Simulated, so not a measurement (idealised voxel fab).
You're looking at the process module voxel gate over fins.
Section cut is 235 nm wide and gridded with 5 nm square cells.
Each cross-section below is a grid of square cells, stated as bands in top-down order, with one or more rows of cells making up each band.
The band entry comprises the height of the band's top followed by the height of its bottom, expressed in nm, and subsequently the band's materials from left to right, each stated together with its width in nm. Where a single material is marked with the word "all across", that material fills the band from edge to edge. The word "air" represents empty space.
Heights from 0 (as-received wafer is one material below). Bottom band endless downward, as "0 and below".
A width given as "30->40" starts at the first number in the band's top row and ends at the second number in its bottom row, shifting by an equal amount at every step from row to row.
Step note "identical to before" = no cross-section cell changed.
Reported under the label "Sealed voids" are the empty spaces having no open way to the top and comprising 8 cells or more; the notation for each is width x height at distance, in which the distance is measured from the left edge and all three values are in nm.
Anything after a step's settings on that line? It's the simulator's own note about the step.
Among the settings permitted on a step's line is "overlay nm"; applied to a step with a mask, it specifies the extent to which the mask lay to the right of its planned position, whereas a negative figure signifies a position to the left.
**Process steps - plan**
step 1: RECEIVE, material Si
step 2: CONFORMAL_DEP, material SiN, thk nm 10
step 3: DIRECTIONAL_DEP, material aC, thk nm 15
step 4: PATTERN, tone cover, mask id FINS, material resist, width nm 15, pitch nm 45, thk nm 35, overlay nm 0
step 5: DIRECTIONAL_ETCH, etch materials aC, depth nm 15
step 6: STRIP, etch materials resist
step 7: DIRECTIONAL_ETCH, etch materials SiN, depth nm 10
step 8: DIRECTIONAL_ETCH, etch materials Si, depth nm 40
step 9: STRIP, etch materials aC
step 10: OXIDIZE, depth nm 5
step 11: FILL_DEP, material SiO2, thk nm 5
step 12: CMP, height nm 10
step 13: SELECTIVE_ETCH, etch materials SiO2, depth nm 20
step 14: STRIP, etch materials SiN
step 15: CONFORMAL_DEP, material HfO2, thk nm 5
step 16: CONFORMAL_DEP, material TiN, thk nm 5
step 17: FILL_DEP, material W, thk nm 10
step 18: CMP, height nm 15
step 19: CONFORMAL_DEP, material SiN, thk nm 10
Don't read the plan's thk nm for step 16 as applying to every wafer: that's the first wafer's value, and the wafers differ in it, though they all start identical.
**Cross-sectional view of the first of several wafers in the as-received condition, corresponding to the state following step 1**
> 0 and below = Si all across
> Sealed voids: none
**Quick key for the table: a row per wafer, taken at the end of the module. For each material it tells you how many cells the wafer gained (+) or lost (-) since it came in, and the closed voids come after**
thk nm 5, +55 HfO2, -405 Si, +94 SiN, +315 SiO2, +55 TiN, +121 W, Sealed voids: none
thk nm 10, +55 HfO2, -405 Si, +94 SiN, +315 SiO2, +110 TiN, +66 W, Sealed voids: none
thk nm 15, +55 HfO2, -405 Si, +94 SiN, +315 SiO2, +147 TiN, +29 W, Sealed voids: none
thk nm 20, +55 HfO2, -405 Si, +94 SiN, +315 SiO2, +176 TiN, Sealed voids: none
